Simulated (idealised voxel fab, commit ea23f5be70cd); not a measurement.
A process module follows: voxel quadruple lines.
Shown is cross-section cut, with a width of 245 nm and square cells of size 5 nm.
Format of a cross-section: grid, square cells. Given as bands. Order: top down. Band: one or more rows of cells.
Read a band's entry like this: the first values are the height of its top and the height of its bottom in nm, and what follows is the sequence of materials from left to right, each with its width in nm. Note that "blank" is empty space, and that a single material marked "throughout" reaches across the band from edge to edge.
All heights in this document are referenced to 0, defined as the level beneath which the wafer, as received, consists entirely of one material. The lowest band is not bounded below; it extends indefinitely downward and is written in the form "0..down".
It should be noted that a width expressed as "30..40" varies in equal increments from row to row of cells within the band, taking the value of the first number at the top row and that of the second number at the bottom row.
Where a step carries "no alterations made", the cross-section came out of it unchanged, cell for cell.
The list in "Closed void register" covers empty spaces of 8 cells or more that cannot reach the top through any open way, and it gives each as width x height at distance; the distance is from the left edge, and width, height and distance are in nm.
Where a step's line continues beyond its settings, the continuation is a remark by the simulator itself on that step.
Among the settings permitted on a step's line is "overlay nm"; applied to a step with a mask, it specifies the extent to which the mask lay to the right of its planned position, whereas a negative figure signifies a position to the left.
Plan
step 1: RECEIVE [material Si]
step 2: CONFORMAL_DEP [material Al2O3] [thk nm 10]
step 3: DIRECTIONAL_DEP [material TiN] [thk nm 10]
step 4: DIRECTIONAL_DEP [material polySi] [thk nm 15]
step 5: DIRECTIONAL_DEP [material aC] [thk nm 25]
step 6: PATTERN [tone cover] [mask id MANDREL] [material resist] [width nm 15] [pitch nm 80] [thk nm 35] [overlay nm 0]
step 7: DIRECTIONAL_ETCH [etch materials aC] [depth nm 25]
step 8: STRIP [etch materials resist]
step 9: CONFORMAL_DEP [material SiO2] [thk nm 15]
step 10: DIRECTIONAL_ETCH [etch materials SiO2] [depth nm 15]
step 11: STRIP [etch materials aC]
step 12: DIRECTIONAL_ETCH [etch materials polySi] [depth nm 15]
step 13: STRIP [etch materials SiO2]
step 14: CONFORMAL_DEP [material SiN] [thk nm 5]
step 15: DIRECTIONAL_ETCH [etch materials SiN] [depth nm 5]
step 16: STRIP [etch materials polySi]
step 17: DIRECTIONAL_ETCH [etch materials TiN] [depth nm 10]
step 18: STRIP [etch materials SiN]
Split variable: width nm, step 6. Plan value = first wafer. Wafers start alike.
Cut through the first of several wafers as received, post step 1
> 0..down  Si throughout
> Closed void register: none
First wafer of several, cross-section, module end, after step 18 (last)
> 20..10  blank 55 nm / TiN 5 nm / blank 15 nm / TiN 5 nm / blank 5 nm / TiN 5 nm / blank 15 nm / TiN 5 nm / blank 25 nm / TiN 5 nm / blank 15 nm / TiN 5 nm / blank 5 nm / TiN 5 nm / blank 15 nm / TiN 5 nm / blank 55 nm
> 10..0  Al2O3 throughout
> 0..down  Si throughout
> Closed void register: none
Module end, final wafer: cross-section
> 20..10  blank 45 nm / TiN 5 nm / blank 15 nm / TiN 5 nm / blank 30 nm / TiN 5 nm / blank 15 nm / TiN 10 nm / blank 15 nm / TiN 5 nm / blank 30 nm / TiN 5 nm / blank 15 nm / TiN 5 nm / blank 40 nm
> 10..0  Al2O3 throughout
> 0..down  Si throughout
> Closed void register: none
Table: wafers, a row each; end-of-module cell change per material since receipt, gain (+), loss (-); then closed voids
width nm 15; +98 Al2O3; +16 TiN; Closed void register: none
width nm 20; +98 Al2O3; +16 TiN; Closed void register: none
width nm 25; +98 Al2O3; +16 TiN; Closed void register: none
width nm 30; +98 Al2O3; +16 TiN; Closed void register: none
width nm 35; +98 Al2O3; +16 TiN; Closed void register: none
width nm 40; +98 Al2O3; +16 TiN; Closed void register: none
